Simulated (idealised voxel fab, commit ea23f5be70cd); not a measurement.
This section sets out a process module, namely voxel capacitor over wiring.
We display cut, a cross-section 170 nm in width whose square cells are each 5 nm.
We lay out every cross-section as a grid of square cells and spell it out in bands from the top down, where one band means one or more rows of cells. Read a band's entry like this: the first values are the height of its top and the height of its bottom in nm, and what follows is the sequence of materials from left to right, each with its width in nm. Note that "blank" is empty space, and that a single material marked "everywhere" reaches across the band from edge to edge. Measure heights from 0. That's the level where, below it, the as-received wafer is all one material. The lowest band is bottomless and extends downward; write it as in "0 nm and below". A width such as "30->40" changes by the same amount from each row of cells to the next, from the band's top row to its bottom row. Take "everything unchanged" at face value: in the step it is given for, the cross-section changed in none of its cells. "Closed voids list" - sealed voids, min. 8 cells, no opening to top; format: width x height at distance (distance from left edge; nm throughout). after a step's settings: what the simulator itself notes on the step. overlay nm: for a step with a mask, the amount by which the mask lay right of where it was planned; a negative amount means left of it.

HERE'S WHAT THE PLANNED PROCESS STEPS LOOK LIKE
1,RECEIVE,material Si
2,CONFORMAL_DEP,material SiO2,thk nm 10
3,DIRECTIONAL_DEP,material TiN,thk nm 5
4,DIRECTIONAL_DEP,material Ru,thk nm 15
5,DIRECTIONAL_DEP,material aC,thk nm 15
6,PATTERN,tone cover,mask id METAL_1,material resist,width nm 20,pitch nm 80,thk nm 35,overlay nm 0
7,DIRECTIONAL_ETCH,etch materials aC,depth nm 15
8,STRIP,etch materials resist
9,DIRECTIONAL_ETCH,etch materials Ru,depth nm 15
10,DIRECTIONAL_ETCH,etch materials TiN,depth nm 5
11,STRIP,etch materials aC
12,FILL_DEP,material SiO2,thk nm 10
13,CMP,height nm 30
14,CONFORMAL_DEP,material SiCN,thk nm 5
15,DIRECTIONAL_DEP,material lowk,thk nm 15
16,DIRECTIONAL_DEP,material aC,thk nm 15
17,PATTERN,tone open,mask id PLUG_1,material resist,width nm 15,thk nm 30,overlay nm 0
18,DIRECTIONAL_ETCH,etch materials aC,depth nm 15
19,STRIP,etch materials resist
20,DIRECTIONAL_ETCH,etch materials lowk,depth nm 15
21,DIRECTIONAL_ETCH,etch materials SiCN,depth nm 5
22,STRIP,etch materials aC
23,CONFORMAL_DEP,material TiN,thk nm 5
24,FILL_DEP,material W,thk nm 5
25,CMP,height nm 50
26,DIRECTIONAL_DEP,material TiN,thk nm 10
27,DIRECTIONAL_DEP,material SiN,thk nm 5
28,DIRECTIONAL_DEP,material TiN,thk nm 10
29,MASKED_ETCH,tone cover,mask id UPPER_PLATE,width nm 65,etch materials TiN,depth nm 10,overlay nm 0
30,MASKED_ETCH,tone cover,mask id UPPER_PLATE,width nm 65,etch materials SiN,depth nm 5,overlay nm 0
31,PATTERN,tone cover,mask id LOWER_PLATE,material resist,width nm 75,thk nm 20,overlay nm 0
32,DIRECTIONAL_ETCH,etch materials TiN,depth nm 10
33,STRIP,etch materials resist
34,FILL_DEP,material SiO2,thk nm 15
35,CMP,height nm 85
36,DIRECTIONAL_DEP,material aC,thk nm 15
37,PATTERN,tone open,mask id PLUG_2,material resist,width nm 15,thk nm 30,overlay nm 0
38,DIRECTIONAL_ETCH,etch materials aC,depth nm 15
39,STRIP,etch materials resist
40,DIRECTIONAL_ETCH,etch materials SiO2,depth nm 10
41,STRIP,etch materials aC
42,CONFORMAL_DEP,material TiN,thk nm 5
43,FILL_DEP,material Cu,thk nm 5
44,CMP,height nm 85
45,CONFORMAL_DEP,material SiN,thk nm 5

WAFER AT RECEIPT (POST STEP 1), CROSS-SECTION
  0 nm and below  Si everywhere
  Closed voids list: none

THE FIRST OF TWO WAFERS, CROSS-SECTIONED AT THE END OF THE MODULE, WITH THE RUN PROCEEDING AS PLANNED
  90 nm to 85 nm  SiN everywhere
  85 nm to 80 nm  SiO2: 50 | TiN: 5 | Cu: 5 | TiN: 5 | SiO2: 105
  80 nm to 75 nm  SiO2: 50 | TiN: 15 | SiO2: 105
  75 nm to 65 nm  SiO2: 40 | TiN: 65 | SiO2: 65
  65 nm to 60 nm  SiO2: 40 | SiN: 65 | SiO2: 65
  60 nm to 50 nm  SiO2: 35 | TiN: 75 | SiO2: 60
  50 nm to 35 nm  lowk: 40 | TiN: 5 | W: 5 | TiN: 5 | lowk: 115
  35 nm to 30 nm  SiCN: 40 | TiN: 15 | SiCN: 115
  30 nm to 15 nm  SiO2: 35 | Ru: 20 | SiO2: 60 | Ru: 20 | SiO2: 35
  15 nm to 10 nm  SiO2: 35 | TiN: 20 | SiO2: 60 | TiN: 20 | SiO2: 35
  10 nm to 0 nm  SiO2 everywhere
  0 nm and below  Si everywhere
  Closed voids list: none

THIS IS THE SECOND OF THE TWO WAFERS, CROSS-SECTIONED AT THE END OF THE MODULE; IT STARTED EXACTLY LIKE THE FIRST AND WAS GIVEN THE SAME PLAN, BUT IT WAS RUN WITH ONE MISTAKE
  90 nm to 85 nm  SiN everywhere
  85 nm to 80 nm  SiO2: 50 | TiN: 5 | Cu: 5 | TiN: 5 | SiO2: 105
  80 nm to 75 nm  SiO2: 50 | TiN: 15 | SiO2: 105
  75 nm to 65 nm  SiO2: 40 | TiN: 65 | SiO2: 65
  65 nm to 60 nm  SiO2: 40 | SiN: 65 | SiO2: 65
  60 nm to 50 nm  SiO2: 35 | TiN: 75 | SiO2: 60
  50 nm to 35 nm  lowk: 40 | TiN: 5 | W: 5 | TiN: 5 | lowk: 115
  35 nm to 30 nm  SiCN: 40 | TiN: 15 | SiCN: 115
  30 nm to 25 nm  SiO2: 35 | TiN: 20 | SiO2: 60 | TiN: 20 | SiO2: 35
  25 nm to 10 nm  Ru everywhere
  10 nm to 0 nm  SiO2 everywhere
  0 nm and below  Si everywhere
  Closed voids list: none
So what did we get wrong on this run? steps 3 and 4 traded places in the executed sequence
at the end the second wafer has, in cells: Ru: 78 more, SiO2: 78 fewer
